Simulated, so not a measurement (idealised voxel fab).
Process module name: voxel self aligned contacts
Cross-section cut spans 300 nm and uses square cells 5 nm in size.
When this document writes out a cross-section, it uses a grid of square cells and lists it as bands, beginning at the top and moving down, with a band standing for one or more rows of cells.
Look at the band entry: it leads with the top's height and the bottom's height in nm. Then it lists the materials left to right, with a width in nm for each. The word "all across" on a single material says that material fills the band edge to edge. The word "empty" is empty space.
Ref level 0: as-received wafer is one material below here. Bottom band extends down with no lower bound ("0 down").
A two-number width, for instance "30..40", indicates that the width is equal to the first number in the top row of the band and to the second number in the bottom row, and that it changes by a constant amount per row of cells.
It should be understood that the words "nothing was modified", when stated for a given step, signify that the cross-section underwent no change in any of its cells during that step.
The list in "Closed void roster" covers empty spaces of 8 cells or more that cannot reach the top through any open way, and it gives each as width x height at distance; the distance is from the left edge, and width, height and distance are in nm.
Heads up: the bit after the settings on a step's line is the simulator's remark on that step.
overlay nm: right-of-plan distance of the mask on a masked step; negative values mean left-of-plan.
For the reader: what remains of this document is a series of pairs, each showing a cross-section before one process step and a cross-section after that step which reaches down only to the lowest band that changed, with the step between them and its settings set out under the pair. It should not be assumed that a pair continues from the pair above it; the pairs can come from different runs of this module on the same starting wafer, and such continuity exists only where the entry headed "Pre-process" says so.

Pre-process:
- 0 down: Si all across
- Closed void roster: none

Post-Process Section:
- 0 to -5: SiO2 all across
- Below -5, no change.
- Closed void roster: none
The structure shown above changes from one cross-section to the other through OXIDIZE [depth nm 5]

Pre-process: Reference is made to the cross-section shown after the step in the pair directly above, which represents the state prior to this step.

Post-Process Section:
- 25 to 0: polySi all across
- Below 0, no change.
- Closed void roster: none
The structure shown above changes from one cross-section to the other through DIRECTIONAL_DEP [material polySi] [thk nm 25]

Pre-process: Reference is made to the cross-section shown after the step in the pair directly above, which represents the state prior to this step.

Post-Process Section:
- 50 to 25: SiN all across
- Below 25, no change.
- Closed void roster: none
The structure shown above changes from one cross-section to the other through DIRECTIONAL_DEP [material SiN] [thk nm 25]

Pre-process: Reference is made to the cross-section shown after the step in the pair directly above, which represents the state prior to this step.

Post-Process Section:
- 65 to 50: 105 empty; 25 resist; 40 empty; 25 resist; 105 empty
- Below 50, no change.
- Closed void roster: none
The structure shown above changes from one cross-section to the other through PATTERN [tone cover] [mask id GATE] [material resist] [width nm 25] [pitch nm 65] [thk nm 15] [overlay nm 0]

Pre-process: Reference is made to the cross-section shown after the step in the pair directly above, which represents the state prior to this step.

Post-Process Section:
- 65 to 50: 105 empty; 25 resist; 40 empty; 25 resist; 105 empty
- 50 to 25: 105 empty; 25 SiN; 40 empty; 25 SiN; 105 empty
- Below 25, no change.
- Closed void roster: none
The structure shown above changes from one cross-section to the other through DIRECTIONAL_ETCH [etch materials SiN] [depth nm 25]

Pre-process: Reference is made to the cross-section shown after the step in the pair directly above, which represents the state prior to this step.

Post-Process Section:
- 65 to 50: 105 empty; 25 resist; 40 empty; 25 resist; 105 empty
- 50 to 25: 105 empty; 25 SiN; 40 empty; 25 SiN; 105 empty
- 25 to 0: 105 empty; 25 polySi; 40 empty; 25 polySi; 105 empty
- Below 0, no change.
- Closed void roster: none
The structure shown above changes from one cross-section to the other through DIRECTIONAL_ETCH [etch materials polySi] [depth nm 25]

Pre-process: Reference is made to the cross-section shown after the step in the pair directly above, which represents the state prior to this step.

Post-Process Section:
- 50 to 25: 105 empty; 25 SiN; 40 empty; 25 SiN; 105 empty
- Below 25, no change.
- Closed void roster: none
The structure shown above changes from one cross-section to the other through STRIP [etch materials resist]

Pre-process: Reference is made to the cross-section shown after the step in the pair directly above, which represents the state prior to this step.

Post-Process Section:
- 60 to 25: 95 empty; 45 SiN; 20 empty; 45 SiN; 95 empty
- 25 to 10: 95 empty; 10 SiN; 25 polySi; 10 SiN; 20 empty; 10 SiN; 25 polySi; 10 SiN; 95 empty
- 10 to 0: 105 SiN; 25 polySi; 40 SiN; 25 polySi; 105 SiN
- Below 0, no change.
- Closed void roster: none
The structure shown above changes from one cross-section to the other through CONFORMAL_DEP [material SiN] [thk nm 10]

Pre-process: Reference is made to the cross-section shown after the step in the pair directly above, which represents the state prior to this step.

Post-Process Section:
- 50 to 25: 95 empty; 45 SiN; 20 empty; 45 SiN; 95 empty
- 25 to 0: 95 empty; 10 SiN; 25 polySi; 10 SiN; 20 empty; 10 SiN; 25 polySi; 10 SiN; 95 empty
- Below 0, no change.
- Closed void roster: none
The structure shown above changes from one cross-section to the other through DIRECTIONAL_ETCH [etch materials SiN] [depth nm 10]

Pre-process: Reference is made to the cross-section shown after the step in the pair directly above, which represents the state prior to this step.

Post-Process Section:
- 65 to 50: SiO2 all across
- 50 to 25: 95 SiO2; 45 SiN; 20 SiO2; 45 SiN; 95 SiO2
- 25 to 0: 95 SiO2; 10 SiN; 25 polySi; 10 SiN; 20 SiO2; 10 SiN; 25 polySi; 10 SiN; 95 SiO2
- Below 0, no change.
- Closed void roster: none
The structure shown above changes from one cross-section to the other through FILL_DEP [material SiO2] [thk nm 15]

Pre-process: Reference is made to the cross-section shown after the step in the pair directly above, which represents the state prior to this step.

Post-Process Section:
- 60 to 50: SiO2 all across
- Below 50, no change.
- Closed void roster: none
The structure shown above changes from one cross-section to the other through CMP [height nm 60]

Pre-process: Reference is made to the cross-section shown after the step in the pair directly above, which represents the state prior to this step.

Post-Process Section:
- 60 to 50: 125 SiO2; 50 empty; 125 SiO2
- 50 to 25: 95 SiO2; 45 SiN; 20 empty; 45 SiN; 95 SiO2
- 25 to 0: 95 SiO2; 10 SiN; 25 polySi; 10 SiN; 20 empty; 10 SiN; 25 polySi; 10 SiN; 95 SiO2
- 0 to -5: 140 SiO2; 20 empty; 140 SiO2
- Below -5, no change.
- Closed void roster: none
The structure shown above changes from one cross-section to the other through MASKED_ETCH [tone open] [mask id CONTACT] [width nm 50] [etch materials SiO2] [depth nm 65] [overlay nm 0]

Pre-process: Reference is made to the cross-section shown after the step in the pair directly above, which represents the state prior to this step.

Post-Process Section:
- 65 to 60: 130 TiN; 40 empty; 130 TiN
- 60 to 50: 125 SiO2; 5..20 TiN; 40..10 empty; 5..20 TiN; 125 SiO2
- 50 to 25: 95 SiO2; 45 SiN; 5 TiN; 10 empty; 5 TiN; 45 SiN; 95 SiO2
- 25 to 0: 95 SiO2; 10 SiN; 25 polySi; 10 SiN; 5 TiN; 10 empty; 5 TiN; 10 SiN; 25 polySi; 10 SiN; 95 SiO2
- 0 to -5: 140 SiO2; 20 TiN; 140 SiO2
- Below -5, no change.
- Closed void roster: none
The structure shown above changes from one cross-section to the other through CONFORMAL_DEP [material TiN] [thk nm 5]

Pre-process: Reference is made to the cross-section shown after the step in the pair directly above, which represents the state prior to this step.

Post-Process Section:
- 70 to 65: Ru all across
- 65 to 60: 130 TiN; 40 Ru; 130 TiN
- 60 to 50: 125 SiO2; 5..20 TiN; 40..10 Ru; 5..20 TiN; 125 SiO2
- 50 to 25: 95 SiO2; 45 SiN; 5 TiN; 10 Ru; 5 TiN; 45 SiN; 95 SiO2
- 25 to 0: 95 SiO2; 10 SiN; 25 polySi; 10 SiN; 5 TiN; 10 Ru; 5 TiN; 10 SiN; 25 polySi; 10 SiN; 95 SiO2
- Below 0, no change.
- Closed void roster: none
The structure shown above changes from one cross-section to the other through FILL_DEP [material Ru] [thk nm 5]

Pre-process: Reference is made to the cross-section shown after the step in the pair directly above, which represents the state prior to this step.

Post-Process Section:
- 60 to 50: 125 SiO2; 5..20 TiN; 40..10 Ru; 5..20 TiN; 125 SiO2
- Below 50, no change.
- Closed void roster: none
The structure shown above changes from one cross-section to the other through CMP [height nm 60]

Pre-process: Reference is made to the cross-section shown after the step in the pair directly above, which represents the state prior to this step.

Post-Process Section:
- 65 to 60: SiCN all across
- Below 60, no change.
- Closed void roster: none
The structure shown above changes from one cross-section to the other through CONFORMAL_DEP [material SiCN] [thk nm 5]

Pre-process:
- 0 down: Si all across
- Closed void roster: none

Post-Process Section:
- 25 to 0: polySi all across
- Below 0, no change.
- Closed void roster: none
The structure shown above changes from one cross-section to the other through DIRECTIONAL_DEP [material polySi] [thk nm 25]

Pre-process: Reference is made to the cross-section shown after the step in the pair directly above, which represents the state prior to this step.

Post-Process Section:
- 50 to 25: SiN all across
- Below 25, no change.
- Closed void roster: none
The structure shown above changes from one cross-section to the other through DIRECTIONAL_DEP [material SiN] [thk nm 25]

Pre-process: Reference is made to the cross-section shown after the step in the pair directly above, which represents the state prior to this step.

Post-Process Section:
- 65 to 50: 105 empty; 25 resist; 40 empty; 25 resist; 105 empty
- Below 50, no change.
- Closed void roster: none
The structure shown above changes from one cross-section to the other through PATTERN [tone cover] [mask id GATE] [material resist] [width nm 25] [pitch nm 65] [thk nm 15] [overlay nm 0]

Pre-process: Reference is made to the cross-section shown after the step in the pair directly above, which represents the state prior to this step.

Post-Process Section:
- 65 to 50: 105 empty; 25 resist; 40 empty; 25 resist; 105 empty
- 50 to 25: 105 empty; 25 SiN; 40 empty; 25 SiN; 105 empty
- Below 25, no change.
- Closed void roster: none
The structure shown above changes from one cross-section to the other through DIRECTIONAL_ETCH [etch materials SiN] [depth nm 25]

Pre-process: Reference is made to the cross-section shown after the step in the pair directly above, which represents the state prior to this step.

Post-Process Section:
- 65 to 50: 105 empty; 25 resist; 40 empty; 25 resist; 105 empty
- 50 to 25: 105 empty; 25 SiN; 40 empty; 25 SiN; 105 empty
- 25 to 0: 105 empty; 25 polySi; 40 empty; 25 polySi; 105 empty
- Below 0, no change.
- Closed void roster: none
The structure shown above changes from one cross-section to the other through DIRECTIONAL_ETCH [etch materials polySi] [depth nm 25]

Pre-process: Reference is made to the cross-section shown after the step in the pair directly above, which represents the state prior to this step.

Post-Process Section:
- 50 to 25: 105 empty; 25 SiN; 40 empty; 25 SiN; 105 empty
- Below 25, no change.
- Closed void roster: none
The structure shown above changes from one cross-section to the other through STRIP [etch materials resist]

Pre-process: Reference is made to the cross-section shown after the step in the pair directly above, which represents the state prior to this step.

Post-Process Section:
- 60 to 25: 95 empty; 45 SiN; 20 empty; 45 SiN; 95 empty
- 25 to 10: 95 empty; 10 SiN; 25 polySi; 10 SiN; 20 empty; 10 SiN; 25 polySi; 10 SiN; 95 empty
- 10 to 0: 105 SiN; 25 polySi; 40 SiN; 25 polySi; 105 SiN
- Below 0, no change.
- Closed void roster: none
The structure shown above changes from one cross-section to the other through CONFORMAL_DEP [material SiN] [thk nm 10]

Pre-process: Reference is made to the cross-section shown after the step in the pair directly above, which represents the state prior to this step.

Post-Process Section:
- 50 to 25: 95 empty; 45 SiN; 20 empty; 45 SiN; 95 empty
- 25 to 0: 95 empty; 10 SiN; 25 polySi; 10 SiN; 20 empty; 10 SiN; 25 polySi; 10 SiN; 95 empty
- Below 0, no change.
- Closed void roster: none
The structure shown above changes from one cross-section to the other through DIRECTIONAL_ETCH [etch materials SiN] [depth nm 10]

Pre-process: Reference is made to the cross-section shown after the step in the pair directly above, which represents the state prior to this step.

Post-Process Section:
- 65 to 50: SiO2 all across
- 50 to 25: 95 SiO2; 45 SiN; 20 SiO2; 45 SiN; 95 SiO2
- 25 to 0: 95 SiO2; 10 SiN; 25 polySi; 10 SiN; 20 SiO2; 10 SiN; 25 polySi; 10 SiN; 95 SiO2
- Below 0, no change.
- Closed void roster: none
The structure shown above changes from one cross-section to the other through FILL_DEP [material SiO2] [thk nm 15]

Pre-process: Reference is made to the cross-section shown after the step in the pair directly above, which represents the state prior to this step.

Post-Process Section:
- 60 to 50: SiO2 all across
- Below 50, no change.
- Closed void roster: none
The structure shown above changes from one cross-section to the other through CMP [height nm 60]

Pre-process: Reference is made to the cross-section shown after the step in the pair directly above, which represents the state prior to this step.

Post-Process Section:
- 60 to 50: 125 SiO2; 50 empty; 125 SiO2
- 50 to 25: 95 SiO2; 45 SiN; 20 empty; 45 SiN; 95 SiO2
- 25 to 0: 95 SiO2; 10 SiN; 25 polySi; 10 SiN; 20 empty; 10 SiN; 25 polySi; 10 SiN; 95 SiO2
- Below 0, no change.
- Closed void roster: none
The structure shown above changes from one cross-section to the other through MASKED_ETCH [tone open] [mask id CONTACT] [width nm 50] [etch materials SiO2] [depth nm 65] [overlay nm 0]

Pre-process: Reference is made to the cross-section shown after the step in the pair directly above, which represents the state prior to this step.

Post-Process Section:
- 65 to 60: 130 TiN; 40 empty; 130 TiN
- 60 to 50: 125 SiO2; 5..20 TiN; 40..10 empty; 5..20 TiN; 125 SiO2
- 50 to 25: 95 SiO2; 45 SiN; 5 TiN; 10 empty; 5 TiN; 45 SiN; 95 SiO2
- 25 to 5: 95 SiO2; 10 SiN; 25 polySi; 10 SiN; 5 TiN; 10 empty; 5 TiN; 10 SiN; 25 polySi; 10 SiN; 95 SiO2
- 5 to 0: 95 SiO2; 10 SiN; 25 polySi; 10 SiN; 20 TiN; 10 SiN; 25 polySi; 10 SiN; 95 SiO2
- Below 0, no change.
- Closed void roster: none
The structure shown above changes from one cross-section to the other through CONFORMAL_DEP [material TiN] [thk nm 5]

Pre-process: Reference is made to the cross-section shown after the step in the pair directly above, which represents the state prior to this step.

Post-Process Section:
- 70 to 65: Ru all across
- 65 to 60: 130 TiN; 40 Ru; 130 TiN
- 60 to 50: 125 SiO2; 5..20 TiN; 40..10 Ru; 5..20 TiN; 125 SiO2
- 50 to 25: 95 SiO2; 45 SiN; 5 TiN; 10 Ru; 5 TiN; 45 SiN; 95 SiO2
- 25 to 5: 95 SiO2; 10 SiN; 25 polySi; 10 SiN; 5 TiN; 10 Ru; 5 TiN; 10 SiN; 25 polySi; 10 SiN; 95 SiO2
- Below 5, no change.
- Closed void roster: none
The structure shown above changes from one cross-section to the other through FILL_DEP [material Ru] [thk nm 5]

Pre-process: Reference is made to the cross-section shown after the step in the pair directly above, which represents the state prior to this step.

Post-Process Section:
- 60 to 50: 125 SiO2; 5..20 TiN; 40..10 Ru; 5..20 TiN; 125 SiO2
- Below 50, no change.
- Closed void roster: none
The structure shown above changes from one cross-section to the other through CMP [height nm 60]

Pre-process: Reference is made to the cross-section shown after the step in the pair directly above, which represents the state prior to this step.

Post-Process Section:
- 65 to 60: SiCN all across
- Below 60, no change.
- Closed void roster: none
The structure shown above changes from one cross-section to the other through CONFORMAL_DEP [material SiCN] [thk nm 5]

Pre-process:
- 50 to 25: SiN all across
- 25 to 0: polySi all across
- 0 to -5: SiO2 all across
- -5 down: Si all across
- Closed void roster: none

Post-Process Section:
- 75 to 25: SiN all across
- Below 25, no change.
- Closed void roster: none
The structure shown above changes from one cross-section to the other through DIRECTIONAL_DEP [material SiN] [thk nm 25]

Pre-process: Reference is made to the cross-section shown after the step in the pair directly above, which represents the state prior to this step.

Post-Process Section:
- 90 to 75: 105 empty; 25 resist; 40 empty; 25 resist; 105 empty
- Below 75, no change.
- Closed void roster: none
The structure shown above changes from one cross-section to the other through PATTERN [tone cover] [mask id GATE] [material resist] [width nm 25] [pitch nm 65] [thk nm 15] [overlay nm 0]

Pre-process: Reference is made to the cross-section shown after the step in the pair directly above, which represents the state prior to this step.

Post-Process Section:
- 90 to 75: 105 empty; 25 resist; 40 empty; 25 resist; 105 empty
- 75 to 50: 105 empty; 25 SiN; 40 empty; 25 SiN; 105 empty
- Below 50, no change.
- Closed void roster: none
The structure shown above changes from one cross-section to the other through DIRECTIONAL_ETCH [etch materials SiN] [depth nm 25]

Pre-process: Reference is made to the cross-section shown after the step in the pair directly above, which represents the state prior to this step.

Post-Process Section:
- 75 to 50: 105 empty; 25 SiN; 40 empty; 25 SiN; 105 empty
- Below 50, no change.
- Closed void roster: none
The structure shown above changes from one cross-section to the other through STRIP [etch materials resist]

Pre-process: Reference is made to the cross-section shown after the step in the pair directly above, which represents the state prior to this step.

Post-Process Section:
- 85 to 60: 95 empty; 45 SiN; 20 empty; 45 SiN; 95 empty
- 60 to 25: SiN all across
- Below 25, no change.
- Closed void roster: none
The structure shown above changes from one cross-section to the other through CONFORMAL_DEP [material SiN] [thk nm 10]

Pre-process: Reference is made to the cross-section shown after the step in the pair directly above, which represents the state prior to this step.

Post-Process Section:
- 75 to 50: 95 empty; 45 SiN; 20 empty; 45 SiN; 95 empty
- Below 50, no change.
- Closed void roster: none
The structure shown above changes from one cross-section to the other through DIRECTIONAL_ETCH [etch materials SiN] [depth nm 10]

Pre-process: Reference is made to the cross-section shown after the step in the pair directly above, which represents the state prior to this step.

Post-Process Section:
- 90 to 75: SiO2 all across
- 75 to 50: 95 SiO2; 45 SiN; 20 SiO2; 45 SiN; 95 SiO2
- Below 50, no change.
- Closed void roster: none
The structure shown above changes from one cross-section to the other through FILL_DEP [material SiO2] [thk nm 15]

Pre-process: Reference is made to the cross-section shown after the step in the pair directly above, which represents the state prior to this step.

Post-Process Section:
- 60 to 50: 95 SiO2; 45 SiN; 20 SiO2; 45 SiN; 95 SiO2
- Below 50, no change.
- Closed void roster: none
The structure shown above changes from one cross-section to the other through CMP [height nm 60]

Pre-process: Reference is made to the cross-section shown after the step in the pair directly above, which represents the state prior to this step.

Post-Process Section:
- 60 to 50: 95 SiO2; 45 SiN; 20 empty; 45 SiN; 95 SiO2
- Below 50, no change.
- Closed void roster: none
The structure shown above changes from one cross-section to the other through MASKED_ETCH [tone open] [mask id CONTACT] [width nm 50] [etch materials SiO2] [depth nm 65] [overlay nm 0]

Pre-process: Reference is made to the cross-section shown after the step in the pair directly above, which represents the state prior to this step.

Post-Process Section:
- 65 to 60: 145 TiN; 10 empty; 145 TiN
- 60 to 55: 95 SiO2; 45 SiN; 5 TiN; 10 empty; 5 TiN; 45 SiN; 95 SiO2
- 55 to 50: 95 SiO2; 45 SiN; 20 TiN; 45 SiN; 95 SiO2
- Below 50, no change.
- Closed void roster: none
The structure shown above changes from one cross-section to the other through CONFORMAL_DEP [material TiN] [thk nm 5]

Pre-process: Reference is made to the cross-section shown after the step in the pair directly above, which represents the state prior to this step.

Post-Process Section:
- 70 to 65: Ru all across
- 65 to 60: 145 TiN; 10 Ru; 145 TiN
- 60 to 55: 95 SiO2; 45 SiN; 5 TiN; 10 Ru; 5 TiN; 45 SiN; 95 SiO2
- Below 55, no change.
- Closed void roster: none
The structure shown above changes from one cross-section to the other through FILL_DEP [material Ru] [thk nm 5]

Pre-process: Reference is made to the cross-section shown after the step in the pair directly above, which represents the state prior to this step.

Post-Process Section:
- 60 to 55: 95 SiO2; 45 SiN; 5 TiN; 10 Ru; 5 TiN; 45 SiN; 95 SiO2
- Below 55, no change.
- Closed void roster: none
The structure shown above changes from one cross-section to the other through CMP [height nm 60]

Pre-process: Reference is made to the cross-section shown after the step in the pair directly above, which represents the state prior to this step.

Post-Process Section:
- 65 to 60: SiCN all across
- Below 60, no change.
- Closed void roster: none
The structure shown above changes from one cross-section to the other through CONFORMAL_DEP [material SiCN] [thk nm 5]

Pre-process:
- 25 to 0: polySi all across
- 0 down: Si all across
- Closed void roster: none

Post-Process Section:
- 25 to 20: SiO2 all across
- Below 20, no change.
- Closed void roster: none
The structure shown above changes from one cross-section to the other through OXIDIZE [depth nm 5]

Pre-process: Reference is made to the cross-section shown after the step in the pair directly above, which represents the state prior to this step.

Post-Process Section:
- 50 to 25: SiN all across
- Below 25, no change.
- Closed void roster: none
The structure shown above changes from one cross-section to the other through DIRECTIONAL_DEP [material SiN] [thk nm 25]

Pre-process: Reference is made to the cross-section shown after the step in the pair directly above, which represents the state prior to this step.

Post-Process Section:
- 65 to 50: 105 empty; 25 resist; 40 empty; 25 resist; 105 empty
- Below 50, no change.
- Closed void roster: none
The structure shown above changes from one cross-section to the other through PATTERN [tone cover] [mask id GATE] [material resist] [width nm 25] [pitch nm 65] [thk nm 15] [overlay nm 0]

Pre-process: Reference is made to the cross-section shown after the step in the pair directly above, which represents the state prior to this step.

Post-Process Section:
- 65 to 50: 105 empty; 25 resist; 40 empty; 25 resist; 105 empty
- 50 to 25: 105 empty; 25 SiN; 40 empty; 25 SiN; 105 empty
- Below 25, no change.
- Closed void roster: none
The structure shown above changes from one cross-section to the other through DIRECTIONAL_ETCH [etch materials SiN] [depth nm 25]

Pre-process: Reference is made to the cross-section shown after the step in the pair directly above, which represents the state prior to this step.

Post-Process Section:
- 50 to 25: 105 empty; 25 SiN; 40 empty; 25 SiN; 105 empty
- Below 25, no change.
- Closed void roster: none
The structure shown above changes from one cross-section to the other through STRIP [etch materials resist]

Pre-process: Reference is made to the cross-section shown after the step in the pair directly above, which represents the state prior to this step.

Post-Process Section:
- 60 to 35: 95 empty; 45 SiN; 20 empty; 45 SiN; 95 empty
- 35 to 25: SiN all across
- Below 25, no change.
- Closed void roster: none
The structure shown above changes from one cross-section to the other through CONFORMAL_DEP [material SiN] [thk nm 10]

Pre-process: Reference is made to the cross-section shown after the step in the pair directly above, which represents the state prior to this step.

Post-Process Section:
- 50 to 25: 95 empty; 45 SiN; 20 empty; 45 SiN; 95 empty
- Below 25, no change.
- Closed void roster: none
The structure shown above changes from one cross-section to the other through DIRECTIONAL_ETCH [etch materials SiN] [depth nm 10]

Pre-process: Reference is made to the cross-section shown after the step in the pair directly above, which represents the state prior to this step.

Post-Process Section:
- 65 to 50: SiO2 all across
- 50 to 25: 95 SiO2; 45 SiN; 20 SiO2; 45 SiN; 95 SiO2
- Below 25, no change.
- Closed void roster: none
The structure shown above changes from one cross-section to the other through FILL_DEP [material SiO2] [thk nm 15]

Pre-process: Reference is made to the cross-section shown after the step in the pair directly above, which represents the state prior to this step.

Post-Process Section:
- 60 to 50: SiO2 all across
- Below 50, no change.
- Closed void roster: none
The structure shown above changes from one cross-section to the other through CMP [height nm 60]

Pre-process: Reference is made to the cross-section shown after the step in the pair directly above, which represents the state prior to this step.

Post-Process Section:
- 60 to 50: 125 SiO2; 50 empty; 125 SiO2
- 50 to 25: 95 SiO2; 45 SiN; 20 empty; 45 SiN; 95 SiO2
- 25 to 20: 140 SiO2; 20 empty; 140 SiO2
- Below 20, no change.
- Closed void roster: none
The structure shown above changes from one cross-section to the other through MASKED_ETCH [tone open] [mask id CONTACT] [width nm 50] [etch materials SiO2] [depth nm 65] [overlay nm 0]

Pre-process: Reference is made to the cross-section shown after the step in the pair directly above, which represents the state prior to this step.

Post-Process Section:
- 65 to 60: 130 TiN; 40 empty; 130 TiN
- 60 to 50: 125 SiO2; 5..20 TiN; 40..10 empty; 5..20 TiN; 125 SiO2
- 50 to 25: 95 SiO2; 45 SiN; 5 TiN; 10 empty; 5 TiN; 45 SiN; 95 SiO2
- 25 to 20: 140 SiO2; 20 TiN; 140 SiO2
- Below 20, no change.
- Closed void roster: none
The structure shown above changes from one cross-section to the other through CONFORMAL_DEP [material TiN] [thk nm 5]

Pre-process: Reference is made to the cross-section shown after the step in the pair directly above, which represents the state prior to this step.

Post-Process Section:
- 70 to 65: Ru all across
- 65 to 60: 130 TiN; 40 Ru; 130 TiN
- 60 to 50: 125 SiO2; 5..20 TiN; 40..10 Ru; 5..20 TiN; 125 SiO2
- 50 to 25: 95 SiO2; 45 SiN; 5 TiN; 10 Ru; 5 TiN; 45 SiN; 95 SiO2
- Below 25, no change.
- Closed void roster: none
The structure shown above changes from one cross-section to the other through FILL_DEP [material Ru] [thk nm 5]

Pre-process: Reference is made to the cross-section shown after the step in the pair directly above, which represents the state prior to this step.

Post-Process Section:
- 60 to 50: 125 SiO2; 5..20 TiN; 40..10 Ru; 5..20 TiN; 125 SiO2
- Below 50, no change.
- Closed void roster: none
The structure shown above changes from one cross-section to the other through CMP [height nm 60]

Pre-process: Reference is made to the cross-section shown after the step in the pair directly above, which represents the state prior to this step.

Post-Process Section:
- 65 to 60: SiCN all across
- Below 60, no change.
- Closed void roster: none
The structure shown above changes from one cross-section to the other through CONFORMAL_DEP [material SiCN] [thk nm 5]

Pre-process:
- 0 to -5: SiO2 all across
- -5 down: Si all across
- Closed void roster: none

Post-Process Section:
- 35 to 0: polySi all across
- Below 0, no change.
- Closed void roster: none
The structure shown above changes from one cross-section to the other through DIRECTIONAL_DEP [material polySi] [thk nm 35]

Pre-process: Reference is made to the cross-section shown after the step in the pair directly above, which represents the state prior to this step.

Post-Process Section:
- 60 to 35: SiN all across
- Below 35, no change.
- Closed void roster: none
The structure shown above changes from one cross-section to the other through DIRECTIONAL_DEP [material SiN] [thk nm 25]

Pre-process: Reference is made to the cross-section shown after the step in the pair directly above, which represents the state prior to this step.

Post-Process Section:
- 75 to 60: 105 empty; 25 resist; 40 empty; 25 resist; 105 empty
- Below 60, no change.
- Closed void roster: none
The structure shown above changes from one cross-section to the other through PATTERN [tone cover] [mask id GATE] [material resist] [width nm 25] [pitch nm 65] [thk nm 15] [overlay nm 0]

Pre-process: Reference is made to the cross-section shown after the step in the pair directly above, which represents the state prior to this step.

Post-Process Section:
- 75 to 60: 105 empty; 25 resist; 40 empty; 25 resist; 105 empty
- 60 to 35: 105 empty; 25 SiN; 40 empty; 25 SiN; 105 empty
- Below 35, no change.
- Closed void roster: none
The structure shown above changes from one cross-section to the other through DIRECTIONAL_ETCH [etch materials SiN] [depth nm 25]

Pre-process: Reference is made to the cross-section shown after the step in the pair directly above, which represents the state prior to this step.

Post-Process Section:
- 75 to 60: 105 empty; 25 resist; 40 empty; 25 resist; 105 empty
- 60 to 35: 105 empty; 25 SiN; 40 empty; 25 SiN; 105 empty
- 35 to 10: 105 empty; 25 polySi; 40 empty; 25 polySi; 105 empty
- Below 10, no change.
- Closed void roster: none
The structure shown above changes from one cross-section to the other through DIRECTIONAL_ETCH [etch materials polySi] [depth nm 25]

Pre-process: Reference is made to the cross-section shown after the step in the pair directly above, which represents the state prior to this step.

Post-Process Section:
- 60 to 35: 105 empty; 25 SiN; 40 empty; 25 SiN; 105 empty
- Below 35, no change.
- Closed void roster: none
The structure shown above changes from one cross-section to the other through STRIP [etch materials resist]

Pre-process: Reference is made to the cross-section shown after the step in the pair directly above, which represents the state prior to this step.

Post-Process Section:
- 70 to 35: 95 empty; 45 SiN; 20 empty; 45 SiN; 95 empty
- 35 to 20: 95 empty; 10 SiN; 25 polySi; 10 SiN; 20 empty; 10 SiN; 25 polySi; 10 SiN; 95 empty
- 20 to 10: 105 SiN; 25 polySi; 40 SiN; 25 polySi; 105 SiN
- Below 10, no change.
- Closed void roster: none
The structure shown above changes from one cross-section to the other through CONFORMAL_DEP [material SiN] [thk nm 10]

Pre-process: Reference is made to the cross-section shown after the step in the pair directly above, which represents the state prior to this step.

Post-Process Section:
- 60 to 35: 95 empty; 45 SiN; 20 empty; 45 SiN; 95 empty
- 35 to 10: 95 empty; 10 SiN; 25 polySi; 10 SiN; 20 empty; 10 SiN; 25 polySi; 10 SiN; 95 empty
- Below 10, no change.
- Closed void roster: none
The structure shown above changes from one cross-section to the other through DIRECTIONAL_ETCH [etch materials SiN] [depth nm 10]

Pre-process: Reference is made to the cross-section shown after the step in the pair directly above, which represents the state prior to this step.

Post-Process Section:
- 75 to 60: SiO2 all across
- 60 to 35: 95 SiO2; 45 SiN; 20 SiO2; 45 SiN; 95 SiO2
- 35 to 10: 95 SiO2; 10 SiN; 25 polySi; 10 SiN; 20 SiO2; 10 SiN; 25 polySi; 10 SiN; 95 SiO2
- Below 10, no change.
- Closed void roster: none
The structure shown above changes from one cross-section to the other through FILL_DEP [material SiO2] [thk nm 15]

Pre-process: Reference is made to the cross-section shown after the step in the pair directly above, which represents the state prior to this step.

Post-Process Section:
- 60 to 35: 95 SiO2; 45 SiN; 20 SiO2; 45 SiN; 95 SiO2
- Below 35, no change.
- Closed void roster: none
The structure shown above changes from one cross-section to the other through CMP [height nm 60]

Pre-process: Reference is made to the cross-section shown after the step in the pair directly above, which represents the state prior to this step.

Post-Process Section:
- 60 to 35: 95 SiO2; 45 SiN; 20 empty; 45 SiN; 95 SiO2
- 35 to 10: 95 SiO2; 10 SiN; 25 polySi; 10 SiN; 20 empty; 10 SiN; 25 polySi; 10 SiN; 95 SiO2
- Below 10, no change.
- Closed void roster: none
The structure shown above changes from one cross-section to the other through MASKED_ETCH [tone open] [mask id CONTACT] [width nm 50] [etch materials SiO2] [depth nm 65] [overlay nm 0]

Pre-process: Reference is made to the cross-section shown after the step in the pair directly above, which represents the state prior to this step.

Post-Process Section:
- 65 to 60: 145 TiN; 10 empty; 145 TiN
- 60 to 35: 95 SiO2; 45 SiN; 5 TiN; 10 empty; 5 TiN; 45 SiN; 95 SiO2
- 35 to 15: 95 SiO2; 10 SiN; 25 polySi; 10 SiN; 5 TiN; 10 empty; 5 TiN; 10 SiN; 25 polySi; 10 SiN; 95 SiO2
- 15 to 10: 95 SiO2; 10 SiN; 25 polySi; 10 SiN; 20 TiN; 10 SiN; 25 polySi; 10 SiN; 95 SiO2
- Below 10, no change.
- Closed void roster: none
The structure shown above changes from one cross-section to the other through CONFORMAL_DEP [material TiN] [thk nm 5]

Pre-process: Reference is made to the cross-section shown after the step in the pair directly above, which represents the state prior to this step.

Post-Process Section:
- 70 to 65: Ru all across
- 65 to 60: 145 TiN; 10 Ru; 145 TiN
- 60 to 35: 95 SiO2; 45 SiN; 5 TiN; 10 Ru; 5 TiN; 45 SiN; 95 SiO2
- 35 to 15: 95 SiO2; 10 SiN; 25 polySi; 10 SiN; 5 TiN; 10 Ru; 5 TiN; 10 SiN; 25 polySi; 10 SiN; 95 SiO2
- Below 15, no change.
- Closed void roster: none
The structure shown above changes from one cross-section to the other through FILL_DEP [material Ru] [thk nm 5]

Pre-process: Reference is made to the cross-section shown after the step in the pair directly above, which represents the state prior to this step.

Post-Process Section:
- 60 to 35: 95 SiO2; 45 SiN; 5 TiN; 10 Ru; 5 TiN; 45 SiN; 95 SiO2
- Below 35, no change.
- Closed void roster: none
The structure shown above changes from one cross-section to the other through CMP [height nm 60]

Pre-process: Reference is made to the cross-section shown after the step in the pair directly above, which represents the state prior to this step.

Post-Process Section:
- 65 to 60: SiCN all across
- Below 60, no change.
- Closed void roster: none
The structure shown above changes from one cross-section to the other through CONFORMAL_DEP [material SiCN] [thk nm 5]
